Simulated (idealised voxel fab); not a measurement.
Proc. module: voxel self aligned vias
Pictured: cross-section cut, 285 nm wide, on a grid of 5 nm square cells.
Reading order for cross-sections: top band down to bottom band. Underlying form: a grid of square cells. Band size: one or more rows of cells. It is stipulated that each band's entry specify, in nanometres, the height of the top of the band and then that of its bottom, followed by the materials of the band in left-to-right sequence, each together with its width in nanometres. A single material marked by the word "all across" is understood to fill the band from edge to edge; the word "empty" is understood to denote empty space. Below 0: as-received wafer, all one material; heights counted from there. Lowest band: no bottom, goes on down, written "top 0, no bottom". Width spec "30 to 40" -> top row of cells at first value, bottom row at second value, equal per-row change in between. Step note "no alterations made" = no cross-section cell changed. For the entry "Sealed void listing", the listed items are empty spaces with no open way to the top whose size is 8 cells or more; each item follows the pattern width x height at distance, where distance is from the left edge and all three are in nm. after a step's settings: what the simulator itself notes on the step. You can add "overlay nm" to a step's line. For a step with a mask, it describes how far the mask lay to the right of its planned position, and a negative number describes a lay to the left.
Steps planned for the process
1 RECEIVE: material Si
2 CONFORMAL_DEP: material SiO2, thk nm 10
3 CONFORMAL_DEP: material SiCN, thk nm 5
4 DIRECTIONAL_DEP: material SiO2, thk nm 30
5 MASKED_ETCH: tone open, mask id LINES, width nm 25, pitch nm 60, etch materials SiO2, depth nm 30, overlay nm 0
6 CONFORMAL_DEP: material TiN, thk nm 5
7 FILL_DEP: material Ru, thk nm 5
8 CMP: height nm 45
9 SELECTIVE_ETCH: etch materials W Ru TiN, depth nm 10
10 FILL_DEP: material SiN, thk nm 5
11 CMP: height nm 45
12 DIRECTIONAL_DEP: material SiO2, thk nm 20
13 DIRECTIONAL_DEP: material aC, thk nm 10
14 PATTERN: tone open, mask id VIAS, material resist, width nm 45, pitch nm 60, thk nm 30, overlay nm 0
15 DIRECTIONAL_ETCH: etch materials aC, depth nm 10
16 STRIP: etch materials resist
17 DIRECTIONAL_ETCH: etch materials SiO2, depth nm 20
18 DIRECTIONAL_ETCH: etch materials SiN, depth nm 10
19 STRIP: etch materials aC
20 CONFORMAL_DEP: material TiN, thk nm 5
21 FILL_DEP: material Ru, thk nm 10
22 CMP: height nm 65
23 CONFORMAL_DEP: material SiCN, thk nm 5
The cross-section here shows the wafer as received, i.e. in its state after step 1
- top 0, no bottom  Si all across
- Sealed void listing: none
What the wafer looks like in cross-section after this module, when it starts as shown above and follows the plan above but one mistake is made in running it
- top 70, bottom 65  SiCN all across
- top 65, bottom 50  SiO2=90 | TiN=5 | Ru=35 | TiN=5 | SiO2=15 | TiN=5 | Ru=35 | TiN=5 | SiO2=90
- top 50, bottom 45  SiO2=90 | TiN=45 | SiO2=15 | TiN=45 | SiO2=90
- top 45, bottom 35  SiN=90 | TiN=10 | SiO2=25 | TiN=10 | SiN=15 | TiN=10 | SiO2=25 | TiN=10 | SiN=90
- top 35, bottom 20  Ru=95 | TiN=5 | SiO2=25 | TiN=5 | Ru=25 | TiN=5 | SiO2=25 | TiN=5 | Ru=95
- top 20, bottom 15  TiN=100 | SiO2=25 | TiN=35 | SiO2=25 | TiN=100
- top 15, bottom 10  SiCN all across
- top 10, bottom 0  SiO2 all across
- top 0, no bottom  Si all across
- Sealed void listing: none
what went wrong: heads up, step 5 didn't go per plan, it actually ran as MASKED_ETCH: tone cover, mask id LINES, width nm 25, pitch nm 60, etch materials SiO2, depth nm 30, overlay nm 0
